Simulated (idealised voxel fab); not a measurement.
process module | voxel trench capacitor
cross-section cut | 295 nm wide | cells 5 nm
A cross-section is a grid of square cells, given in bands from the top down. A band is one or more rows of cells.
Each band's line starts with the height of the band's top and of its bottom, in nm. Then come its materials from left to right, each with its width in nm. One material with "throughout" fills the band from edge to edge. "air" is empty space.
Height 0 is the level under which the wafer as received is all one material. The lowest band goes on downwards, as in "0 down".
A width such as "30 to 40" changes by the same amount from each row of cells to the next, from the band's top row to its bottom row.
"no change" after a step means that no cell of the cross-section changed.
closed voids: empty space of 8 cells or more with no open way to the top, each as width x height at its distance from the left edge, in nm
after a step's settings: what the simulator itself notes on the step
overlay nm, on a step with a mask: how far to the right of its planned place the mask lay; to the left if negative
plan
1 op RECEIVE | material Si
2 op CONFORMAL_DEP | material SiN | thk nm 5
3 op DIRECTIONAL_DEP | material aC | thk nm 10
4 op PATTERN | tone open | mask id TRENCH | material resist | width nm 20 | pitch nm 50 | thk nm 30 | overlay nm 0
5 op DIRECTIONAL_ETCH | etch materials aC | depth nm 10
6 op STRIP | etch materials resist
7 op DIRECTIONAL_ETCH | etch materials SiN | depth nm 5
8 op DIRECTIONAL_ETCH | etch materials Si | depth nm 35
9 op STRIP | etch materials aC
10 op CONFORMAL_DEP | material SiO2 | thk nm 5
11 op FILL_DEP | material polySi | thk nm 10
12 op CMP | height nm 5
as received, after step 1
  0 down: Si throughout
  closed voids: none
first wafer at the end, as planned
  5 to 0: SiN 60 | SiO2 5 | polySi 10 | SiO2 5 | SiN 30 | SiO2 5 | polySi 10 | SiO2 5 | SiN 30 | SiO2 5 | polySi 10 | SiO2 5 | SiN 30 | SiO2 5 | polySi 10 | SiO2 5 | SiN 65
  0 to -30: Si 60 | SiO2 5 | polySi 10 | SiO2 5 | Si 30 | SiO2 5 | polySi 10 | SiO2 5 | Si 30 | SiO2 5 | polySi 10 | SiO2 5 | Si 30 | SiO2 5 | polySi 10 | SiO2 5 | Si 65
  -30 to -35: Si 60 | SiO2 20 | Si 30 | SiO2 20 | Si 30 | SiO2 20 | Si 30 | SiO2 20 | Si 65
  -35 down: Si throughout
  closed voids: none
second wafer at the end: like start, like plan, one mistake
  5 to 0: polySi 55 | SiO2 5 | SiN 20 | SiO2 5 | polySi 20 | SiO2 5 | SiN 20 | SiO2 5 | polySi 20 | SiO2 5 | SiN 20 | SiO2 5 | polySi 20 | SiO2 5 | SiN 20 | SiO2 5 | polySi 60
  0 to -30: polySi 55 | SiO2 5 | Si 20 | SiO2 5 | polySi 20 | SiO2 5 | Si 20 | SiO2 5 | polySi 20 | SiO2 5 | Si 20 | SiO2 5 | polySi 20 | SiO2 5 | Si 20 | SiO2 5 | polySi 60
  -30 to -35: SiO2 60 | Si 20 | SiO2 30 | Si 20 | SiO2 30 | Si 20 | SiO2 30 | Si 20 | SiO2 65
  -35 down: Si throughout
  closed voids: none
what went wrong: step 4 ran as: op PATTERN | tone cover | mask id TRENCH | material resist | width nm 20 | pitch nm 50 | thk nm 30 | overlay nm 0
at the end the second wafer has, in cells: 189 fewer of Si | 27 fewer of SiN | 27 more of SiO2 | 189 more of polySi
